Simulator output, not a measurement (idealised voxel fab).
The document below concerns the process module designated voxel wiring stack.
For reference, the cross-section in this document is cut, with width 205 nm and square cells of 5 nm.
The cross-sections in this document take the form of a grid made of square cells. They are written out as bands, in order from top to bottom. Each band consists of one or more rows of cells.
In this notation a band is specified by the heights of its top and bottom, in that order and in nm, after which its materials appear from left to right, each paired with its width in nm. The word "throughout" attached to a single material means that material fills the band from edge to edge; the word "blank" stands for empty space.
Heights are reckoned from 0. Under this level, the received wafer is all of one material. The bottommost band is open-ended downward, for example "from 0 down".
The expression "30 to 40" gives the width at the extremes of the band, the first number at its top row of cells and the second at its bottom row, with the width changing by equal amounts from each row to the next in between.
Key: "no modification" - step with no changed cell in the cross-section.
"Enclosed internal cavities" - sealed voids, min. 8 cells, no opening to top; format: width x height at distance (distance from left edge; nm throughout).
That trailing text on a step's line, after the settings, is the simulator's own remark on the step.
Each step line may optionally specify "overlay nm", which for a step with a mask gives the rightward distance between the mask's planned place and where it lay, a negative value indicating the leftward direction.
[List of planned process steps]
- 1: op RECEIVE | material Si
- 2: op CONFORMAL_DEP | material SiO2 | thk nm 15
- 3: op DIRECTIONAL_DEP | material TiN | thk nm 5
- 4: op DIRECTIONAL_DEP | material W | thk nm 25
- 5: op DIRECTIONAL_DEP | material aC | thk nm 15
- 6: op PATTERN | tone cover | mask id METAL_1 | material resist | width nm 20 | pitch nm 40 | thk nm 30 | overlay nm 0
- 7: op DIRECTIONAL_ETCH | etch materials aC | depth nm 15
- 8: op STRIP | etch materials resist
- 9: op DIRECTIONAL_ETCH | etch materials W | depth nm 25
- 10: op DIRECTIONAL_ETCH | etch materials TiN | depth nm 5
- 11: op STRIP | etch materials aC
- 12: op CONFORMAL_DEP | material SiCN | thk nm 5
- 13: op FILL_DEP | material SiO2 | thk nm 5
- 14: op CMP | height nm 45
- 15: op CONFORMAL_DEP | material SiCN | thk nm 5
- 16: op DIRECTIONAL_DEP | material lowk | thk nm 30
- 17: op MASKED_ETCH | tone open | mask id METAL_2_HOLES | width nm 15 | pitch nm 80 | etch materials lowk | depth nm 30 | overlay nm 0
- 18: op PATTERN | tone open | mask id METAL_2 | material resist | width nm 20 | pitch nm 40 | thk nm 20 | overlay nm 0
- 19: op DIRECTIONAL_ETCH | etch materials lowk | depth nm 15
- 20: op DIRECTIONAL_ETCH | etch materials SiCN | depth nm 5
- 21: op STRIP | etch materials resist
- 22: op CONFORMAL_DEP | material TiN | thk nm 5
- 23: op FILL_DEP | material Cu | thk nm 5
- 24: op CMP | height nm 80
- 25: op CONFORMAL_DEP | material SiCN | thk nm 5
- 26: op DIRECTIONAL_DEP | material SiO2 | thk nm 30
- 27: op MASKED_ETCH | tone open | mask id METAL_3 | width nm 20 | pitch nm 40 | etch materials SiO2 | depth nm 15 | overlay nm 0
- 28: op MASKED_ETCH | tone open | mask id METAL_3_HOLES | width nm 15 | pitch nm 80 | etch materials SiO2 | depth nm 15 | overlay nm 0
- 29: op MASKED_ETCH | tone open | mask id METAL_3_HOLES | width nm 15 | pitch nm 80 | etch materials SiCN | depth nm 5 | overlay nm 0
- 30: op CONFORMAL_DEP | material TiN | thk nm 5
- 31: op FILL_DEP | material Ru | thk nm 5
- 32: op CMP | height nm 115
- 33: op CONFORMAL_DEP | material SiCN | thk nm 5
- 34: op DIRECTIONAL_DEP | material SiO2 | thk nm 25
- 35: op MASKED_ETCH | tone open | mask id METAL_4 | width nm 20 | pitch nm 40 | etch materials SiO2 | depth nm 15 | overlay nm 0
- 36: op PATTERN | tone open | mask id METAL_4_HOLES | material resist | width nm 15 | pitch nm 80 | thk nm 20 | overlay nm 0
- 37: op DIRECTIONAL_ETCH | etch materials SiO2 | depth nm 10
- 38: op DIRECTIONAL_ETCH | etch materials SiCN | depth nm 5
- 39: op STRIP | etch materials resist
- 40: op CONFORMAL_DEP | material TiN | thk nm 5
- 41: op FILL_DEP | material Ru | thk nm 10
- 42: op CMP | height nm 145
- 43: op CONFORMAL_DEP | material SiN | thk nm 5
[Cross-section of the wafer upon arrival, representing the state reached after step 1]
    from 0 down: Si throughout
    Enclosed internal cavities: none
[One mistake in running the module, otherwise start and plan as above: cross-section at the end]
    from 150 to 145: SiN throughout
    from 145 to 140: SiCN (30); TiN (15); SiCN (65); TiN (15); SiCN (80)
    from 140 to 115: SiO2 throughout
    from 115 to 105: SiO2 (30); TiN (5); Ru (10); TiN (5); SiO2 (20); TiN (5); Ru (10); TiN (5); SiO2 (20); TiN (5); Ru (10); TiN (5); SiO2 (20); TiN (5); Ru (10); TiN (5); SiO2 (35)
    from 105 to 100: SiO2 (30); TiN (5); Ru (5); TiN (10); SiO2 (20); TiN (20); SiO2 (20); TiN (5); Ru (5); TiN (10); SiO2 (20); TiN (20); SiO2 (35)
    from 100 to 85: SiO2 (30); TiN (5); Ru (5); TiN (5); SiO2 (65); TiN (5); Ru (5); TiN (5); SiO2 (80)
    from 85 to 80: SiCN (30); TiN (15); SiCN (65); TiN (15); SiCN (80)
    from 80 to 70: lowk (30); TiN (5); Cu (10); TiN (5); lowk (20); TiN (5); Cu (10); TiN (5); lowk (20); TiN (5); Cu (10); TiN (5); lowk (20); TiN (5); Cu (10); TiN (5); lowk (35)
    from 70 to 65: lowk (30); TiN (5); Cu (5); TiN (10); lowk (20); TiN (20); lowk (20); TiN (5); Cu (5); TiN (10); lowk (20); TiN (20); lowk (35)
    from 65 to 50: lowk (30); TiN (5); Cu (5); TiN (5); lowk (65); TiN (5); Cu (5); TiN (5); lowk (80)
    from 50 to 45: SiCN (30); TiN (15); SiCN (65); TiN (15); SiCN (80)
    from 45 to 20: SiO2 (25); SiCN (5); W (20); SiCN (5); SiO2 (10); SiCN (5); W (20); SiCN (5); SiO2 (10); SiCN (5); W (20); SiCN (5); SiO2 (10); SiCN (5); W (20); SiCN (5); SiO2 (30)
    from 20 to 15: SiCN (30); TiN (20); SiCN (20); TiN (20); SiCN (20); TiN (20); SiCN (20); TiN (20); SiCN (35)
    from 15 to 0: SiO2 throughout
    from 0 down: Si throughout
    Enclosed internal cavities: none
Run error: steps 33 and 34 of the plan were run in the wrong order, each in the other's place
